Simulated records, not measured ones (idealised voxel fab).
Process module under the name voxel lift off
It is cross-section cut that appears here, measuring 195 nm in width, its square cells being 5 nm in size.
Just so we're on the same page, the cross-sections are grids of square cells, and they're listed out in bands top to bottom, each band one or more rows deep. Per band: top height and bottom height in nm, followed by the left-to-right materials and their widths in nm; "edge to edge" marks a single material spanning edge to edge, "air" marks empty space. Height reference: 0 = level under which incoming wafer is all one material. Lowest band: no bottom, runs on downward, e.g. "z 0 and below". A two-number width, for instance "30 to 40", indicates that the width is equal to the first number in the top row of the band and to the second number in the bottom row, and that it changes by a constant amount per row of cells. You'll sometimes find "identical to before" written for a step, and that's the way of saying that nowhere in the cross-section did a cell change during that step. "Listed closed voids" contains a list of empty spaces, each no smaller than 8 cells and without an open way to the top, written in the form width x height at distance with the distance from the left edge and all three in nm. That trailing text on a step's line, after the settings, is the simulator's own remark on the step. The setting "overlay nm" may be written on the line of a step. When the step uses a mask, the value reports how far to the right of the planned place the mask lay, and a negative value reports that it lay to the left.
Listed below are the process steps as planned
1 RECEIVE (material Si)
2 CONFORMAL_DEP (material SiN; thk nm 5)
3 PATTERN (tone open; mask id LINES; material resist; width nm 30; pitch nm 50; thk nm 15; overlay nm 0)
4 DIRECTIONAL_DEP (material Ru; thk nm 5)
5 STRIP (etch materials resist)
6 CONFORMAL_DEP (material SiO2; thk nm 10)
Cross-section of the wafer as it came to us, i.e., already through step 1
- z 0 and below = Si edge to edge
- Listed closed voids: none
Wafer cross-section at module end: first of two, run to plan
- z 20 to 15 = 20 of air, then 150 of SiO2, then 25 of air
- z 15 to 10 = SiO2 edge to edge
- z 10 to 5 = 30 of SiO2, then 30 of Ru, then 20 of SiO2, then 30 of Ru, then 20 of SiO2, then 30 of Ru, then 35 of SiO2
- z 5 to 0 = SiN edge to edge
- z 0 and below = Si edge to edge
- Listed closed voids: none
Cross-sectional image of the second wafer of the two following completion of the module. Starting state and process plan were the same as for the first wafer; one execution error occurred
- z 20 to 15 = 25 of air, then 150 of SiO2, then 20 of air
- z 15 to 10 = SiO2 edge to edge
- z 10 to 5 = 35 of SiO2, then 30 of Ru, then 20 of SiO2, then 30 of Ru, then 20 of SiO2, then 30 of Ru, then 30 of SiO2
- z 5 to 0 = SiN edge to edge
- z 0 and below = Si edge to edge
- Listed closed voids: none
Nonconformance to the process plan: note that step 3 departed from the planned setting and was carried out as PATTERN (tone open; mask id LINES; material resist; width nm 30; pitch nm 50; thk nm 15; overlay nm 5)
at the end the second wafer has, in cells: as many of each material as the first, in other places
